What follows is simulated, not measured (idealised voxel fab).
The process module that follows is named voxel capacitor over wiring.
Section shown: cut. Width: 300 nm. Cell size: 5 nm, square.
Cross-section spec: square-cell grid; bands listed top down; each band is one or more rows. Band entry format. Leading values: height of top, height of bottom, nm. Remainder: materials in left-to-right order, each with its width in nm. Special words: "full width" on a single material, which then fills the band edge to edge; "air", empty space. All heights in this document are referenced to 0, defined as the level beneath which the wafer, as received, consists entirely of one material. The lowest band is not bounded below; it extends indefinitely downward and is written in the form "z 0 and below". A width given as "30->40" starts at the first number in the band's top row and ends at the second number in its bottom row, shifting by an equal amount at every step from row to row. Take "nothing different" at face value: in the step it is given for, the cross-section changed in none of its cells. Each empty space that has no open way to the top and spans at least 8 cells appears under "Enclosed internal voids" as width x height at distance, the distance counted from the left edge, all in nm. The remark found on a step's line after its settings is issued by the simulator itself and pertains to that step. Each step line may optionally specify "overlay nm", which for a step with a mask gives the rightward distance between the mask's planned place and where it lay, a negative value indicating the leftward direction.

This section lists the process steps that were planned
1: RECEIVE,material Si
2: CONFORMAL_DEP,material SiO2,thk nm 15
3: DIRECTIONAL_DEP,material TiN,thk nm 5
4: DIRECTIONAL_DEP,material W,thk nm 20
5: MASKED_ETCH,tone cover,mask id METAL_1,width nm 20,pitch nm 85,etch materials W,depth nm 20,overlay nm 0
6: MASKED_ETCH,tone cover,mask id METAL_1,width nm 20,pitch nm 85,etch materials TiN,depth nm 5,overlay nm 0
7: CONFORMAL_DEP,material SiCN,thk nm 5
8: FILL_DEP,material lowk,thk nm 5
9: CMP,height nm 40
10: CONFORMAL_DEP,material SiCN,thk nm 5
11: DIRECTIONAL_DEP,material SiO2,thk nm 20
12: PATTERN,tone open,mask id PLUG_1,material resist,width nm 15,thk nm 20,overlay nm 0
13: DIRECTIONAL_ETCH,etch materials SiO2,depth nm 20
14: DIRECTIONAL_ETCH,etch materials SiCN,depth nm 5
15: STRIP,etch materials resist
16: CONFORMAL_DEP,material TiN,thk nm 5
17: FILL_DEP,material Cu,thk nm 10
18: CMP,height nm 65
19: DIRECTIONAL_DEP,material TiN,thk nm 10
20: DIRECTIONAL_DEP,material HfO2,thk nm 5
21: DIRECTIONAL_DEP,material TiN,thk nm 5
22: DIRECTIONAL_DEP,material aC,thk nm 15
23: PATTERN,tone cover,mask id UPPER_PLATE,material resist,width nm 70,thk nm 30,overlay nm 0
24: DIRECTIONAL_ETCH,etch materials aC,depth nm 15
25: STRIP,etch materials resist
26: DIRECTIONAL_ETCH,etch materials TiN,depth nm 10
27: DIRECTIONAL_ETCH,etch materials HfO2,depth nm 5
28: STRIP,etch materials aC
29: MASKED_ETCH,tone cover,mask id LOWER_PLATE,width nm 80,etch materials TiN,depth nm 10,overlay nm 0
30: FILL_DEP,material SiO2,thk nm 15
31: CMP,height nm 100
32: PATTERN,tone open,mask id PLUG_2,material resist,width nm 15,thk nm 20,overlay nm 0
33: DIRECTIONAL_ETCH,etch materials SiO2,depth nm 10
34: STRIP,etch materials resist
35: CONFORMAL_DEP,material TiN,thk nm 5
36: FILL_DEP,material W,thk nm 5
37: CMP,height nm 100
38: CONFORMAL_DEP,material SiCN,thk nm 5
For clarity, it should be stated that the wafers under discussion commence in an identical condition and differ with respect to the thk nm of step 21, the plan indicating the value that the first wafer had.

Cut through the first of several wafers as received, post step 1
z 0 and below: Si full width
Enclosed internal voids: none

Table: wafers, a row each; end-of-module cell change per material since receipt, gain (+), loss (-); then closed voids
thk nm 5, +4 Cu, +14 HfO2, +185 SiCN, +762 SiO2, +70 TiN, +33 W, +192 lowk, Enclosed internal voids: none
thk nm 10, +4 Cu, +14 HfO2, +185 SiCN, +748 SiO2, +84 TiN, +33 W, +192 lowk, Enclosed internal voids: none
thk nm 15, +4 Cu, +60 HfO2, +185 SiCN, +601 SiO2, +186 TiN, +32 W, +192 lowk, Enclosed internal voids: none
thk nm 20, +4 Cu, +60 HfO2, +185 SiCN, +588 SiO2, +199 TiN, +32 W, +192 lowk, Enclosed internal voids: none
thk nm 25, +4 Cu, +60 HfO2, +185 SiCN, +542 SiO2, +245 TiN, +32 W, +192 lowk, Enclosed internal voids: none
